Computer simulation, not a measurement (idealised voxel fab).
You're looking at the process module voxel gate over fins.
Cross-sectional view cut (width: 200 nm; square cell size: 5 nm).
Notation: cross-section as square-cell grid; stated in bands, top first, going down; one or more cell rows per band.
Band: top height; bottom height; in nm. Then, left to right: material with width in nm, for each material. "throughout": a single material spanning edge to edge. "blank": empty space.
Heads up on the height convention: 0 is the point under which the incoming wafer is all one material, and the lowest band has no bottom, it just keeps going down, like "0 and below".
Per-row width for "30->40": begins at first number (top row of band), ends at second number (bottom row), increment between rows held constant.
For the purposes of this document, the phrase "stayed the same" attached to a step denotes that no cell within the cross-section was modified by that step.
For the entry "Cavities, sealed", the listed items are empty spaces with no open way to the top whose size is 8 cells or more; each item follows the pattern width x height at distance, where distance is from the left edge and all three are in nm.
Formally, on a step line, whatever follows the settings is a remark that the simulator itself makes on the step.
overlay nm: where the mask lay relative to plan, measured to the right, on steps with a mask; negatives go left.

### Steps planned for the process
1. RECEIVE,material Si
2. CONFORMAL_DEP,material SiN,thk nm 10
3. DIRECTIONAL_DEP,material aC,thk nm 15
4. PATTERN,tone cover,mask id FINS,material resist,width nm 15,pitch nm 40,thk nm 35,overlay nm 0
5. DIRECTIONAL_ETCH,etch materials aC,depth nm 15
6. STRIP,etch materials resist
7. DIRECTIONAL_ETCH,etch materials SiN,depth nm 10
8. DIRECTIONAL_ETCH,etch materials Si,depth nm 35
9. STRIP,etch materials aC
10. OXIDIZE,depth nm 5
11. FILL_DEP,material SiO2,thk nm 15
12. CMP,height nm 10
13. SELECTIVE_ETCH,etch materials SiO2,depth nm 25
14. STRIP,etch materials SiN
15. CONFORMAL_DEP,material HfO2,thk nm 5
16. CONFORMAL_DEP,material TiN,thk nm 5
17. CONFORMAL_DEP,material TiAl,thk nm 5
18. CONFORMAL_DEP,material TiN,thk nm 5
19. FILL_DEP,material W,thk nm 10
20. CMP,height nm 25
21. CONFORMAL_DEP,material SiCN,thk nm 5

### Cross-section of the incoming wafer, state after step 1
0 and below = Si throughout
Cavities, sealed: none

### End state of the module in cross-section, given the above starting point and plan and one mistake in execution
30 down to 25 = SiCN throughout
25 down to 20 = W throughout
20 down to 15 = 40 W  125 TiN  35 W
15 down to 10 = 40 W  5 TiN  35 TiAl  5 TiN  35 TiAl  5 TiN  35 TiAl  5 TiN  35 W
10 down to 5 = 40 W  5 TiN  5 TiAl  25 TiN  5 TiAl  5 TiN  5 TiAl  25 TiN  5 TiAl  5 TiN  5 TiAl  25 TiN  5 TiAl  5 TiN  35 W
5 down to 0 = 45 TiN  5 TiAl  5 TiN  15 HfO2  5 TiN  5 TiAl  5 TiN  5 TiAl  5 TiN  15 HfO2  5 TiN  5 TiAl  5 TiN  5 TiAl  5 TiN  15 HfO2  5 TiN  5 TiAl  40 TiN
0 down to -5 = 50 TiAl  5 TiN  5 HfO2  5 Si  5 HfO2  5 TiN  15 TiAl  5 TiN  5 HfO2  5 Si  5 HfO2  5 TiN  15 TiAl  5 TiN  5 HfO2  5 Si  5 HfO2  5 TiN  45 TiAl
-5 down to -10 = 55 TiN  5 HfO2  5 Si  5 HfO2  25 TiN  5 HfO2  5 Si  5 HfO2  25 TiN  5 HfO2  5 Si  5 HfO2  50 TiN
-10 down to -15 = 60 HfO2  5 Si  35 HfO2  5 Si  35 HfO2  5 Si  55 HfO2
-15 down to -40 = 60 SiO2  5 Si  35 SiO2  5 Si  35 SiO2  5 Si  55 SiO2
-40 and below = Si throughout
Cavities, sealed: none
Which mistake was made when the wafer was run? step 4 changed vs plan, executed as PATTERN,tone cover,mask id FINS,material resist,width nm 15,pitch nm 40,thk nm 35,overlay nm 5
